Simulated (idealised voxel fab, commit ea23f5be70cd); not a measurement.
The process module that follows is named voxel plated lines.
Cross-section cut: width 240 nm, square cells of 5 nm.
Cross-section layout: square cells on a grid; listed as bands, top to bottom; a band spans one or more cell rows.
Band: top height; bottom height; in nm. Then, left to right: material with width in nm, for each material. "edge to edge": a single material spanning edge to edge. "air": empty space.
It should be noted that heights are counted from 0, beneath which the wafer as supplied is of one material throughout, and that the lowest band possesses no lower boundary but continues downward, as written in "top 0, no bottom".
Top row gets the first number, bottom row gets the second, and each row in between changes by the same step: that is how a band width like "30 to 40" works.
Any step labelled "no change occurred" changed none of the cells in the cross-section.
The list in "Tabulated closed voids" covers empty spaces of 8 cells or more that cannot reach the top through any open way, and it gives each as width x height at distance; the distance is from the left edge, and width, height and distance are in nm.
On each step's line, the part that comes after the settings is the simulator's own comment on the step.
overlay nm: mask offset rightward from planned place, masked step; negative means leftward offset.
Here's what the planned process steps look like:
- 1: RECEIVE with material Si
- 2: CONFORMAL_DEP with material SiO2, thk nm 5
- 3: DIRECTIONAL_DEP with material TiN, thk nm 5
- 4: PATTERN with tone open, mask id LINES, material resist, width nm 15, pitch nm 50, thk nm 25, overlay nm 0
- 5: EPI with material Ru, thk nm 5
- 6: EPI with material Ru, thk nm 10
- 7: STRIP with etch materials resist
- 8: DIRECTIONAL_ETCH with etch materials TiN, depth nm 5
- 9: CONFORMAL_DEP with material SiCN, thk nm 5
Among the wafers covered here, the point of difference is the width nm at step 4; their starting state is shared, and the plan presents the value of the first wafer.
Incoming state of the first of several wafers in cross-section: after step 1:
    top 0, no bottom  Si edge to edge
    Tabulated closed voids: none
Per-wafer rows below. For each material: cells gained (+) or lost (-) since the wafer was received, as of end of module. Then: closed voids:
width nm 15; +27 Ru; +72 SiCN; +48 SiO2; +9 TiN; Tabulated closed voids: none
width nm 20; +36 Ru; +72 SiCN; +48 SiO2; +12 TiN; Tabulated closed voids: none
width nm 25; +45 Ru; +72 SiCN; +48 SiO2; +15 TiN; Tabulated closed voids: none
width nm 30; +54 Ru; +72 SiCN; +48 SiO2; +18 TiN; Tabulated closed voids: none
width nm 35; +63 Ru; +72 SiCN; +48 SiO2; +21 TiN; Tabulated closed voids: none
